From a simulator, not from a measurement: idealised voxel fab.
Name of the process module below: voxel self aligned vias
Square cell edge 5 nm, section width 300 nm, ID cut.
Cross-sections here: square-cell grids, written as top-down lists of bands, a band being one or more rows of cells.
Band: top height; bottom height; in nm. Then, left to right: material with width in nm, for each material. "throughout": a single material spanning edge to edge. "air": empty space.
Note: height 0 marks the level under which the wafer is uniformly one material as received. Lowest band unbounded below, written "0 and below".
Think of "30->40" as a width that walks from the first number to the second as you go down the band, top row to bottom row, taking equal-sized steps from row to row.
No cell of the cross-section changed in a step that is given as "nothing altered".
Each empty space that has no open way to the top and spans at least 8 cells appears under "Catalogued sealed voids" as width x height at distance, the distance counted from the left edge, all in nm.
The remark found on a step's line after its settings is issued by the simulator itself and pertains to that step.
When a step includes a mask, the "overlay nm" setting on its line states how far to the right of its planned place that mask lay, and negative values state how far to the left.

This section lists the process steps that were planned:
1 RECEIVE: material Si
2 CONFORMAL_DEP: material SiO2, thk nm 15
3 CONFORMAL_DEP: material SiCN, thk nm 5
4 DIRECTIONAL_DEP: material SiO2, thk nm 25
5 PATTERN: tone open, mask id LINES, material resist, width nm 20, pitch nm 60, thk nm 15, overlay nm 0
6 DIRECTIONAL_ETCH: etch materials SiO2, depth nm 25
7 STRIP: etch materials resist
8 CONFORMAL_DEP: material TiN, thk nm 5
9 FILL_DEP: material W, thk nm 10
10 CMP: height nm 45
11 SELECTIVE_ETCH: etch materials W Ru TiN, depth nm 5
12 FILL_DEP: material SiN, thk nm 5
13 CMP: height nm 45
14 DIRECTIONAL_DEP: material SiO2, thk nm 20
15 DIRECTIONAL_DEP: material aC, thk nm 10
16 PATTERN: tone open, mask id VIAS, material resist, width nm 40, pitch nm 60, thk nm 30, overlay nm 0
17 DIRECTIONAL_ETCH: etch materials aC, depth nm 10
18 STRIP: etch materials resist
19 DIRECTIONAL_ETCH: etch materials SiO2, depth nm 20
20 DIRECTIONAL_ETCH: etch materials SiN, depth nm 5
21 STRIP: etch materials aC
22 CONFORMAL_DEP: material TiN, thk nm 5
23 FILL_DEP: material Ru, thk nm 10
24 CMP: height nm 65
25 CONFORMAL_DEP: material SiN, thk nm 5

As received (post step 1): cross-section:
	0 and below  Si throughout
	Catalogued sealed voids: none

The following cross-section depicts the wafer upon conclusion of the module. Processing commenced from the starting condition illustrated above and adhered to the plan illustrated above, save for one mistake in execution:
	70 down to 65  SiN throughout
	65 down to 50  SiO2: 80, TiN: 5, Ru: 30, TiN: 5, SiO2: 20, TiN: 5, Ru: 30, TiN: 5, SiO2: 20, TiN: 5, Ru: 30, TiN: 5, SiO2: 60
	50 down to 45  SiO2: 80, TiN: 5, Ru: 10, TiN: 25, SiO2: 20, TiN: 5, Ru: 10, TiN: 25, SiO2: 20, TiN: 5, Ru: 10, TiN: 25, SiO2: 60
	45 down to 40  SiO2: 80, TiN: 20, SiO2: 40, TiN: 20, SiO2: 40, TiN: 20, SiO2: 80
	40 down to 25  SiO2: 80, TiN: 5, W: 10, TiN: 5, SiO2: 40, TiN: 5, W: 10, TiN: 5, SiO2: 40, TiN: 5, W: 10, TiN: 5, SiO2: 80
	25 down to 20  SiO2: 80, TiN: 20, SiO2: 40, TiN: 20, SiO2: 40, TiN: 20, SiO2: 80
	20 down to 15  SiCN throughout
	15 down to 0  SiO2 throughout
	0 and below  Si throughout
	Catalogued sealed voids: none
Here's what went sideways: planned and actual differ for step 16; actual: PATTERN: tone open, mask id VIAS, material resist, width nm 40, pitch nm 60, thk nm 30, overlay nm 10
